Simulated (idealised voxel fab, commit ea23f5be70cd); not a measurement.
The process module presented herein is designated voxel self aligned contacts.
Each square cell in cross-section cut measures 5 nm, and the section as a whole is 220 nm wide.
In this document a cross-section is written as a grid of square cells. It is given as a series of bands, listed from the top down, and a band is one or more rows of cells. Quick guide to a band line: top height, bottom height (nm) up front; then every material left to right with its width in nm. Only one material and it's marked "full width"? Then it fills the band edge to edge. And "blank" just means empty space. Heads up on the height convention: 0 is the point under which the incoming wafer is all one material, and the lowest band has no bottom, it just keeps going down, like "0..down". Top row gets the first number, bottom row gets the second, and each row in between changes by the same step: that is how a band width like "30->40" works. Where the words "no alteration" appear for a step, the cross-section shows no cell changed by that step; every cell remained as before. So "Enclosed voids" is basically the list of trapped voids: any empty space of 8 cells or more that can't reach the top through an opening. They're written width x height at distance, the distance being from the left edge, and it's all nm. It should be noted that, on the line of a given step, the content following the step's settings is a remark produced by the simulator itself with respect to that step. overlay nm, on a step with a mask: how far to the right of its planned place the mask lay; to the left if negative.
-- Steps planned for the process
step 1: RECEIVE with material Si
step 2: CONFORMAL_DEP with material SiO2, thk nm 5
step 3: DIRECTIONAL_DEP with material polySi, thk nm 25
step 4: DIRECTIONAL_DEP with material SiN, thk nm 25
step 5: PATTERN with tone cover, mask id GATE, material resist, width nm 30, pitch nm 75, thk nm 20, overlay nm 0
step 6: DIRECTIONAL_ETCH with etch materials SiN, depth nm 25
step 7: DIRECTIONAL_ETCH with etch materials polySi, depth nm 25
step 8: STRIP with etch materials resist
step 9: CONFORMAL_DEP with material SiN, thk nm 10
step 10: DIRECTIONAL_ETCH with etch materials SiN, depth nm 10
step 11: FILL_DEP with material SiO2, thk nm 15
step 12: CMP with height nm 60
step 13: MASKED_ETCH with tone open, mask id CONTACT, width nm 55, etch materials SiO2, depth nm 60, overlay nm 0
step 14: CONFORMAL_DEP with material TiN, thk nm 5
step 15: FILL_DEP with material W, thk nm 5
step 16: CMP with height nm 60
step 17: CONFORMAL_DEP with material SiCN, thk nm 5
-- First wafer out of two, processed as planned
-- Cross-section: wafer on arrival = after step 1
0..down  Si full width
Enclosed voids: none
-- Wafer after step 2 (cross-section)
5..0  SiO2 full width
Note: structure below 0 unchanged.
-- Wafer after step 3 (cross-section)
30..5  polySi full width
Note: structure below 5 unchanged.
-- Wafer after step 4 (cross-section)
55..30  SiN full width
Note: structure below 30 unchanged.
-- Wafer after step 5 (cross-section)
75..55  blank=55 | resist=30 | blank=45 | resist=30 | blank=60
Note: structure below 55 unchanged.
-- Wafer after step 6 (cross-section)
75..55  blank=55 | resist=30 | blank=45 | resist=30 | blank=60
55..30  blank=55 | SiN=30 | blank=45 | SiN=30 | blank=60
Note: structure below 30 unchanged.
-- Wafer after step 7 (cross-section)
75..55  blank=55 | resist=30 | blank=45 | resist=30 | blank=60
55..30  blank=55 | SiN=30 | blank=45 | SiN=30 | blank=60
30..5  blank=55 | polySi=30 | blank=45 | polySi=30 | blank=60
Note: structure below 5 unchanged.
-- Wafer after step 8 (cross-section)
55..30  blank=55 | SiN=30 | blank=45 | SiN=30 | blank=60
Note: structure below 30 unchanged.
-- Wafer after step 9 (cross-section)
65..30  blank=45 | SiN=50 | blank=25 | SiN=50 | blank=50
30..15  blank=45 | SiN=10 | polySi=30 | SiN=10 | blank=25 | SiN=10 | polySi=30 | SiN=10 | blank=50
15..5  SiN=55 | polySi=30 | SiN=45 | polySi=30 | SiN=60
Note: structure below 5 unchanged.
-- Wafer after step 10 (cross-section)
55..30  blank=45 | SiN=50 | blank=25 | SiN=50 | blank=50
30..5  blank=45 | SiN=10 | polySi=30 | SiN=10 | blank=25 | SiN=10 | polySi=30 | SiN=10 | blank=50
Note: structure below 5 unchanged.
-- Wafer after step 11 (cross-section)
70..55  SiO2 full width
55..30  SiO2=45 | SiN=50 | SiO2=25 | SiN=50 | SiO2=50
30..5  SiO2=45 | SiN=10 | polySi=30 | SiN=10 | SiO2=25 | SiN=10 | polySi=30 | SiN=10 | SiO2=50
Note: structure below 5 unchanged.
-- Wafer after step 12 (cross-section)
60..55  SiO2 full width
Note: structure below 55 unchanged.
-- Wafer after step 13 (cross-section)
60..55  SiO2=80 | blank=55 | SiO2=85
55..30  SiO2=45 | SiN=50 | blank=25 | SiN=50 | SiO2=50
30..5  SiO2=45 | SiN=10 | polySi=30 | SiN=10 | blank=25 | SiN=10 | polySi=30 | SiN=10 | SiO2=50
5..0  SiO2=95 | blank=25 | SiO2=100
Note: structure below 0 unchanged.
-- Wafer after step 14 (cross-section)
65..60  TiN=85 | blank=45 | TiN=90
60..55  SiO2=80 | TiN=20 | blank=15 | TiN=20 | SiO2=85
55..30  SiO2=45 | SiN=50 | TiN=5 | blank=15 | TiN=5 | SiN=50 | SiO2=50
30..5  SiO2=45 | SiN=10 | polySi=30 | SiN=10 | TiN=5 | blank=15 | TiN=5 | SiN=10 | polySi=30 | SiN=10 | SiO2=50
5..0  SiO2=95 | TiN=25 | SiO2=100
Note: structure below 0 unchanged.
-- Wafer after step 15 (cross-section)
70..65  W full width
65..60  TiN=85 | W=45 | TiN=90
60..55  SiO2=80 | TiN=20 | W=15 | TiN=20 | SiO2=85
55..30  SiO2=45 | SiN=50 | TiN=5 | W=15 | TiN=5 | SiN=50 | SiO2=50
30..5  SiO2=45 | SiN=10 | polySi=30 | SiN=10 | TiN=5 | W=15 | TiN=5 | SiN=10 | polySi=30 | SiN=10 | SiO2=50
Note: structure below 5 unchanged.
-- Wafer after step 16 (cross-section)
60..55  SiO2=80 | TiN=20 | W=15 | TiN=20 | SiO2=85
Note: structure below 55 unchanged.
-- Wafer after step 17 (cross-section)
65..60  SiCN full width
Note: structure below 60 unchanged.
-- Regarding the second of the two wafers: it shared the first wafer's starting condition and process plan, yet one error occurred during its execution. Its history coincides with that of the first wafer up to and including step 1
-- X-section, second wafer, when step 2 was due to finish
25..0  polySi full width
Note: structure below 0 unchanged.
-- X-section, second wafer, when step 3 was due to finish
30..25  SiO2 full width
Note: structure below 25 unchanged.
-- X-section, second wafer, when step 4 was due to finish
55..30  SiN full width
Note: structure below 30 unchanged.
-- X-section, second wafer, when step 5 was due to finish
75..55  blank=55 | resist=30 | blank=45 | resist=30 | blank=60
Note: structure below 55 unchanged.
-- X-section, second wafer, when step 6 was due to finish
75..55  blank=55 | resist=30 | blank=45 | resist=30 | blank=60
55..30  blank=55 | SiN=30 | blank=45 | SiN=30 | blank=60
Note: structure below 30 unchanged.
X-section, second wafer, when step 7 was due to finish: no alteration
-- X-section, second wafer, when step 8 was due to finish
55..30  blank=55 | SiN=30 | blank=45 | SiN=30 | blank=60
Note: structure below 30 unchanged.
-- X-section, second wafer, when step 9 was due to finish
65..40  blank=45 | SiN=50 | blank=25 | SiN=50 | blank=50
40..30  SiN full width
Note: structure below 30 unchanged.
-- X-section, second wafer, when step 10 was due to finish
55..30  blank=45 | SiN=50 | blank=25 | SiN=50 | blank=50
Note: structure below 30 unchanged.
-- X-section, second wafer, when step 11 was due to finish
70..55  SiO2 full width
55..30  SiO2=45 | SiN=50 | SiO2=25 | SiN=50 | SiO2=50
Note: structure below 30 unchanged.
-- X-section, second wafer, when step 12 was due to finish
60..55  SiO2 full width
Note: structure below 55 unchanged.
-- X-section, second wafer, when step 13 was due to finish
60..55  SiO2=80 | blank=55 | SiO2=85
55..30  SiO2=45 | SiN=50 | blank=25 | SiN=50 | SiO2=50
30..25  SiO2=95 | blank=25 | SiO2=100
Note: structure below 25 unchanged.
-- X-section, second wafer, when step 14 was due to finish
65..60  TiN=85 | blank=45 | TiN=90
60..55  SiO2=80 | TiN=20 | blank=15 | TiN=20 | SiO2=85
55..30  SiO2=45 | SiN=50 | TiN=5 | blank=15 | TiN=5 | SiN=50 | SiO2=50
30..25  SiO2=95 | TiN=25 | SiO2=100
Note: structure below 25 unchanged.
-- X-section, second wafer, when step 15 was due to finish
70..65  W full width
65..60  TiN=85 | W=45 | TiN=90
60..55  SiO2=80 | TiN=20 | W=15 | TiN=20 | SiO2=85
55..30  SiO2=45 | SiN=50 | TiN=5 | W=15 | TiN=5 | SiN=50 | SiO2=50
Note: structure below 30 unchanged.
-- X-section, second wafer, when step 16 was due to finish
60..55  SiO2=80 | TiN=20 | W=15 | TiN=20 | SiO2=85
Note: structure below 55 unchanged.
-- X-section, second wafer, when step 17 was due to finish
65..60  SiCN full width
Note: structure below 60 unchanged.
Diagnosis: the processing plan was not followed for steps 2 and 3, which were run with their positions exchanged
End of process, cell counts, second wafer against first, materials with more or fewer: 40 fewer of SiN; 95 fewer of SiO2; 10 fewer of TiN; 15 fewer of W; 160 more of polySi
